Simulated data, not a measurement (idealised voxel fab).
A process module follows: voxel self aligned contacts.
It is cross-section cut that appears here, measuring 220 nm in width, its square cells being 5 nm in size.
Cross-section layout: square cells on a grid; listed as bands, top to bottom; a band spans one or more cell rows. Band: top and bottom heights (nm) first, top before bottom; then materials from left to right, widths in nm. "all across" marks a sole material filling the band edge to edge. "empty" denotes empty space. Height 0 is the level under which the wafer as received is all one material. The lowest band goes on downwards, as in "0 and below". You'd read "30..40" like this: the band's top row of cells is as wide as the first number, its bottom row is as wide as the second, and going down, every row changes width by the same amount as the row before did. A step reported as "stayed the same" is a step in which no cell of the cross-section changed. Listed in "Fully enclosed voids": every empty space of 8 or more cells without an open way to the top. Form: width x height at distance, the distance being from the left edge, all in nm. Post-settings text on a step line: simulator's own remark regarding the step. overlay nm: how far to the right of its planned place the mask lay on this masked step (negative: to the left).
Below is the list of planned process steps:
1) RECEIVE: material Si
2) CONFORMAL_DEP: material SiO2, thk nm 5
3) DIRECTIONAL_DEP: material polySi, thk nm 20
4) DIRECTIONAL_DEP: material SiN, thk nm 15
5) DIRECTIONAL_DEP: material aC, thk nm 15
6) PATTERN: tone cover, mask id GATE, material resist, width nm 30, pitch nm 65, thk nm 35, overlay nm 0
7) DIRECTIONAL_ETCH: etch materials aC, depth nm 15
8) STRIP: etch materials resist
9) DIRECTIONAL_ETCH: etch materials SiN, depth nm 15
10) DIRECTIONAL_ETCH: etch materials polySi, depth nm 20
11) STRIP: etch materials aC
12) CONFORMAL_DEP: material SiN, thk nm 5
13) DIRECTIONAL_ETCH: etch materials SiN, depth nm 5
14) FILL_DEP: material SiO2, thk nm 15
15) CMP: height nm 45
16) MASKED_ETCH: tone open, mask id CONTACT, width nm 45, etch materials SiO2, depth nm 45, overlay nm 0
17) CONFORMAL_DEP: material TiN, thk nm 5
18) FILL_DEP: material Ru, thk nm 10
19) CMP: height nm 45
20) CONFORMAL_DEP: material SiCN, thk nm 5
Cross-section of the wafer at receipt, which is the condition after step 1:
0 and below  Si all across
Fully enclosed voids: none
Figure: cross-sectional view of the wafer upon completion of the module, processed from the initial state and according to the plan depicted above, with one error introduced during execution:
50 down to 45  SiCN all across
45 down to 40  Ru all across
40 down to 35  100 TiN, 15 Ru, 105 TiN
35 down to 25  55 SiO2, 40 SiN, 5 TiN, 15 Ru, 5 TiN, 40 SiN, 60 SiO2
25 down to 5  55 SiO2, 5 SiN, 30 polySi, 5 SiN, 5 TiN, 15 Ru, 5 TiN, 5 SiN, 30 polySi, 5 SiN, 60 SiO2
5 down to 0  95 SiO2, 25 TiN, 100 SiO2
0 and below  Si all across
Fully enclosed voids: none
Run error: step 15 off recipe, ran as CMP: height nm 35
